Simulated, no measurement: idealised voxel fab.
Process module, titled voxel self aligned contacts
Section shown: cut. Width: 175 nm. Cell size: 5 nm, square.
When this document writes out a cross-section, it uses a grid of square cells and lists it as bands, beginning at the top and moving down, with a band standing for one or more rows of cells. Look at the band entry: it leads with the top's height and the bottom's height in nm. Then it lists the materials left to right, with a width in nm for each. The word "all across" on a single material says that material fills the band edge to edge. The word "blank" is empty space. Below 0: as-received wafer, all one material; heights counted from there. Lowest band: no bottom, goes on down, written "from 0 down". Width "30->40": first value at the band's top row of cells, second value at its bottom row, equal change from row to row. Reading "changes: none" for a step: not a cell of the cross-section changed in it. Closed-off voids of 8+ cells (no open route to the top) go in "Unvented voids", written width x height at distance from the left edge, in nm. Note: text after step settings on the step line = simulator remark on that step. Among the settings permitted on a step's line is "overlay nm"; applied to a step with a mask, it specifies the extent to which the mask lay to the right of its planned position, whereas a negative figure signifies a position to the left.
## Steps planned for the process
1: RECEIVE with material Si
2: CONFORMAL_DEP with material SiO2, thk nm 5
3: DIRECTIONAL_DEP with material polySi, thk nm 20
4: DIRECTIONAL_DEP with material SiN, thk nm 15
5: MASKED_ETCH with tone cover, mask id GATE, width nm 15, pitch nm 60, etch materials SiN, depth nm 15, overlay nm 0
6: MASKED_ETCH with tone cover, mask id GATE, width nm 25, pitch nm 60, etch materials polySi, depth nm 20, overlay nm 0
7: CONFORMAL_DEP with material SiN, thk nm 5
8: DIRECTIONAL_ETCH with etch materials SiN, depth nm 5
9: FILL_DEP with material SiO2, thk nm 10
10: CMP with height nm 45
11: PATTERN with tone open, mask id CONTACT, material resist, width nm 45, pitch nm 60, thk nm 20, overlay nm 0
12: DIRECTIONAL_ETCH with etch materials SiO2, depth nm 45
13: STRIP with etch materials resist
14: CONFORMAL_DEP with material TiN, thk nm 5
15: FILL_DEP with material Ru, thk nm 5
16: CMP with height nm 45
17: CONFORMAL_DEP with material SiCN, thk nm 5
The plan shows the width nm of step 5 as the first wafer had it; this setting differs between the wafers, which start out alike.
## The as-received cross-section of the first of several wafers corresponds to the state after step 1
> from 0 down: Si all across
> Unvented voids: none
## Here is the cross-section of the first of several wafers at the end of the module, after its last step, step 17
> from 50 to 45: SiCN all across
> from 45 to 40: SiO2=35 | TiN=10 | Ru=25 | TiN=10 | SiO2=15 | TiN=10 | Ru=25 | TiN=10 | SiO2=35
> from 40 to 30: SiO2=15 | SiN=25 | TiN=5 | Ru=25 | TiN=5 | SiN=25 | TiN=5 | Ru=25 | TiN=5 | SiN=25 | SiO2=15
> from 30 to 25: SiO2=15 | SiN=25 | TiN=10 | Ru=15 | TiN=10 | SiN=25 | TiN=10 | Ru=15 | TiN=10 | SiN=25 | SiO2=15
> from 25 to 5: SiO2=10 | SiN=5 | polySi=25 | SiN=5 | TiN=5 | Ru=15 | TiN=5 | SiN=5 | polySi=25 | SiN=5 | TiN=5 | Ru=15 | TiN=5 | SiN=5 | polySi=25 | SiN=5 | SiO2=10
> from 5 to 0: SiO2=45 | TiN=25 | SiO2=35 | TiN=25 | SiO2=45
> from 0 down: Si all across
> Unvented voids: none
## Final wafer of several, shown in cross-section at the end of the module
> from 50 to 45: SiCN all across
> from 45 to 40: SiO2=35 | TiN=15 | Ru=15 | TiN=15 | SiO2=15 | TiN=15 | Ru=15 | TiN=15 | SiO2=35
> from 40 to 25: SiO2=10 | SiN=35 | TiN=5 | Ru=15 | TiN=5 | SiN=35 | TiN=5 | Ru=15 | TiN=5 | SiN=35 | SiO2=10
> from 25 to 5: SiO2=10 | SiN=5 | polySi=25 | SiN=5 | TiN=5 | Ru=15 | TiN=5 | SiN=5 | polySi=25 | SiN=5 | TiN=5 | Ru=15 | TiN=5 | SiN=5 | polySi=25 | SiN=5 | SiO2=10
> from 5 to 0: SiO2=45 | TiN=25 | SiO2=35 | TiN=25 | SiO2=45
> from 0 down: Si all across
> Unvented voids: none
## The table below has one row for each wafer; a row shows, as of the end of the module, how many cells of each material the wafer has gained, marked (+), or lost, marked (-), since it was received, and then the wafer's closed voids
width nm 15; +60 Ru; +35 SiCN; +69 SiN; +76 SiO2; +50 TiN; +60 polySi; Unvented voids: none
width nm 20; +54 Ru; +35 SiCN; +78 SiN; +73 SiO2; +50 TiN; +60 polySi; Unvented voids: none
width nm 25; +48 Ru; +35 SiCN; +87 SiN; +70 SiO2; +50 TiN; +60 polySi; Unvented voids: none
